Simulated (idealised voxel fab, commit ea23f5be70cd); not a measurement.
Herein follows the process module entitled voxel trench capacitor.
The figure presents cross-section cut, which has a width of 195 nm and is divided into square cells with an edge length of 5 nm.
Heads up, the way a cross-section reads in here is a grid of square cells, handed over as bands from the top down, with every band being one or more rows of cells. Each band's line starts with the height of the band's top and of its bottom, in nm. Then come its materials from left to right, each with its width in nm. One material with "throughout" fills the band from edge to edge. "empty" is empty space. Heights are reckoned from 0. Under this level, the received wafer is all of one material. The bottommost band is open-ended downward, for example "from 0 down". The width entry "30..40" should be interpreted row by row: the top row of cells in the band takes the first number, the bottom row takes the second number, and the change between adjacent rows is uniform throughout. No cell of the cross-section changed in a step that is given as "changes: none". "Sealed internal cavities" lists enclosed empty spaces (at least 8 cells, no open path upward to the top), each as width x height at distance from the left edge, in nm. If you see something after the settings on a step's line, that's the simulator's own remark about that step. overlay nm: mask offset rightward from planned place, masked step; negative means leftward offset.
**Planned process steps**
| 1 | RECEIVE: material Si |
| 2 | CONFORMAL_DEP: material SiN, thk nm 10 |
| 3 | PATTERN: tone open, mask id TRENCH, material resist, width nm 25, pitch nm 45, thk nm 15, overlay nm 0 |
| 4 | DIRECTIONAL_ETCH: etch materials SiN, depth nm 10 |
| 5 | DIRECTIONAL_ETCH: etch materials Si, depth nm 30 |
| 6 | STRIP: etch materials resist |
| 7 | CONFORMAL_DEP: material Al2O3, thk nm 5 |
| 8 | CONFORMAL_DEP: material TiN, thk nm 5 |
| 9 | FILL_DEP: material W, thk nm 5 |
| 10 | CMP: height nm 10 |
**First of the two wafers, run per plan**
**Shown in cross-section is the wafer as received, that is, as it stands after step 1**
  from 0 down: Si throughout
  Sealed internal cavities: none
**Presented here is a cross-section of the wafer after step 2 has been performed**
  from 10 to 0: SiN throughout
  Note: structure below 0 unchanged.
**Presented here is a cross-section of the wafer after step 3 has been performed**
  from 25 to 10: resist=40 | empty=25 | resist=20 | empty=25 | resist=20 | empty=25 | resist=40
  Note: structure below 10 unchanged.
**Presented here is a cross-section of the wafer after step 4 has been performed**
  from 25 to 10: resist=40 | empty=25 | resist=20 | empty=25 | resist=20 | empty=25 | resist=40
  from 10 to 0: SiN=40 | empty=25 | SiN=20 | empty=25 | SiN=20 | empty=25 | SiN=40
  Note: structure below 0 unchanged.
**Presented here is a cross-section of the wafer after step 5 has been performed**
  from 25 to 10: resist=40 | empty=25 | resist=20 | empty=25 | resist=20 | empty=25 | resist=40
  from 10 to 0: SiN=40 | empty=25 | SiN=20 | empty=25 | SiN=20 | empty=25 | SiN=40
  from 0 to -30: Si=40 | empty=25 | Si=20 | empty=25 | Si=20 | empty=25 | Si=40
  Note: structure below -30 unchanged.
**Presented here is a cross-section of the wafer after step 6 has been performed**
  from 10 to 0: SiN=40 | empty=25 | SiN=20 | empty=25 | SiN=20 | empty=25 | SiN=40
  Note: structure below 0 unchanged.
**Presented here is a cross-section of the wafer after step 7 has been performed**
  from 15 to 10: Al2O3=45 | empty=15 | Al2O3=30 | empty=15 | Al2O3=30 | empty=15 | Al2O3=45
  from 10 to 0: SiN=40 | Al2O3=5 | empty=15 | Al2O3=5 | SiN=20 | Al2O3=5 | empty=15 | Al2O3=5 | SiN=20 | Al2O3=5 | empty=15 | Al2O3=5 | SiN=40
  from 0 to -25: Si=40 | Al2O3=5 | empty=15 | Al2O3=5 | Si=20 | Al2O3=5 | empty=15 | Al2O3=5 | Si=20 | Al2O3=5 | empty=15 | Al2O3=5 | Si=40
  from -25 to -30: Si=40 | Al2O3=25 | Si=20 | Al2O3=25 | Si=20 | Al2O3=25 | Si=40
  Note: structure below -30 unchanged.
**Presented here is a cross-section of the wafer after step 8 has been performed**
  from 20 to 15: TiN=50 | empty=5 | TiN=40 | empty=5 | TiN=40 | empty=5 | TiN=50
  from 15 to 10: Al2O3=45 | TiN=5 | empty=5 | TiN=5 | Al2O3=30 | TiN=5 | empty=5 | TiN=5 | Al2O3=30 | TiN=5 | empty=5 | TiN=5 | Al2O3=45
  from 10 to 0: SiN=40 | Al2O3=5 | TiN=5 | empty=5 | TiN=5 | Al2O3=5 | SiN=20 | Al2O3=5 | TiN=5 | empty=5 | TiN=5 | Al2O3=5 | SiN=20 | Al2O3=5 | TiN=5 | empty=5 | TiN=5 | Al2O3=5 | SiN=40
  from 0 to -20: Si=40 | Al2O3=5 | TiN=5 | empty=5 | TiN=5 | Al2O3=5 | Si=20 | Al2O3=5 | TiN=5 | empty=5 | TiN=5 | Al2O3=5 | Si=20 | Al2O3=5 | TiN=5 | empty=5 | TiN=5 | Al2O3=5 | Si=40
  from -20 to -25: Si=40 | Al2O3=5 | TiN=15 | Al2O3=5 | Si=20 | Al2O3=5 | TiN=15 | Al2O3=5 | Si=20 | Al2O3=5 | TiN=15 | Al2O3=5 | Si=40
  Note: structure below -25 unchanged.
**Presented here is a cross-section of the wafer after step 9 has been performed**
  from 25 to 20: W throughout
  from 20 to 15: TiN=50 | W=5 | TiN=40 | W=5 | TiN=40 | W=5 | TiN=50
  from 15 to 10: Al2O3=45 | TiN=5 | W=5 | TiN=5 | Al2O3=30 | TiN=5 | W=5 | TiN=5 | Al2O3=30 | TiN=5 | W=5 | TiN=5 | Al2O3=45
  from 10 to 0: SiN=40 | Al2O3=5 | TiN=5 | W=5 | TiN=5 | Al2O3=5 | SiN=20 | Al2O3=5 | TiN=5 | W=5 | TiN=5 | Al2O3=5 | SiN=20 | Al2O3=5 | TiN=5 | W=5 | TiN=5 | Al2O3=5 | SiN=40
  from 0 to -20: Si=40 | Al2O3=5 | TiN=5 | W=5 | TiN=5 | Al2O3=5 | Si=20 | Al2O3=5 | TiN=5 | W=5 | TiN=5 | Al2O3=5 | Si=20 | Al2O3=5 | TiN=5 | W=5 | TiN=5 | Al2O3=5 | Si=40
  Note: structure below -20 unchanged.
**Presented here is a cross-section of the wafer after step 10 has been performed**
  from 10 to 0: SiN=40 | Al2O3=5 | TiN=5 | W=5 | TiN=5 | Al2O3=5 | SiN=20 | Al2O3=5 | TiN=5 | W=5 | TiN=5 | Al2O3=5 | SiN=20 | Al2O3=5 | TiN=5 | W=5 | TiN=5 | Al2O3=5 | SiN=40
  Note: structure below 0 unchanged.
**The second wafer: identical to the first at the outset and in its planned sequence, differing only in that one mistake was made during processing; up to and including step 9, its path is the first wafer's path**
Cross-section of the second wafer when, according to plan, step 10 should have finished: changes: none
Diagnosis: step 10 of the plan never got run, it was skipped over
Count the cells at the end and the second wafer has more or fewer of some materials than the first: +30 Al2O3; +42 TiN; +45 W
